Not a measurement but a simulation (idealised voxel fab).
The following is a process module called voxel quadruple lines.
Square cells of 5 nm make up the cross-section cut, whose width is 205 nm.
Cross-section layout: square cells on a grid; listed as bands, top to bottom; a band spans one or more cell rows.
Band: top height; bottom height; in nm. Then, left to right: material with width in nm, for each material. "all across": a single material spanning edge to edge. "blank": empty space.
Where do heights start? At 0: under that level the wafer as delivered is made of one material only. And the lowest band has no floor; it just carries on downward, as in "0 and below".
A two-number width, for instance "30->40", indicates that the width is equal to the first number in the top row of the band and to the second number in the bottom row, and that it changes by a constant amount per row of cells.
Given "remains unaltered" for a step, no cell of the cross-section differs between before and after that step.
Enclosed void inventory: empty space of 8 cells or more with no open way to the top, each as width x height at its distance from the left edge, in nm
Note: text after step settings on the step line = simulator remark on that step.
overlay nm: right-of-plan distance of the mask on a masked step; negative values mean left-of-plan.

# Intended process steps
1 RECEIVE,material Si
2 CONFORMAL_DEP,material Al2O3,thk nm 5
3 DIRECTIONAL_DEP,material W,thk nm 10
4 DIRECTIONAL_DEP,material polySi,thk nm 20
5 DIRECTIONAL_DEP,material aC,thk nm 20
6 PATTERN,tone cover,mask id MANDREL,material resist,width nm 25,thk nm 30,overlay nm 0
7 DIRECTIONAL_ETCH,etch materials aC,depth nm 20
8 STRIP,etch materials resist
9 CONFORMAL_DEP,material SiO2,thk nm 15
10 DIRECTIONAL_ETCH,etch materials SiO2,depth nm 15
11 STRIP,etch materials aC
12 DIRECTIONAL_ETCH,etch materials polySi,depth nm 20
13 STRIP,etch materials SiO2
14 CONFORMAL_DEP,material SiN,thk nm 5
15 DIRECTIONAL_ETCH,etch materials SiN,depth nm 5
16 STRIP,etch materials polySi
17 DIRECTIONAL_ETCH,etch materials W,depth nm 10
18 STRIP,etch materials SiN

# Step 1 complete: cross-section of the wafer as received
  0 and below  Si all across
  Enclosed void inventory: none

# a wafer at the end: this start, this plan, one mistake
  15 down to 5  blank: 70  W: 5  blank: 15  W: 5  blank: 15  W: 5  blank: 15  W: 5  blank: 70
  5 down to 0  aC all across
  0 and below  Si all across
  Enclosed void inventory: none
Finding, execution versus plan: step 2 changed vs plan, executed as CONFORMAL_DEP,material aC,thk nm 5
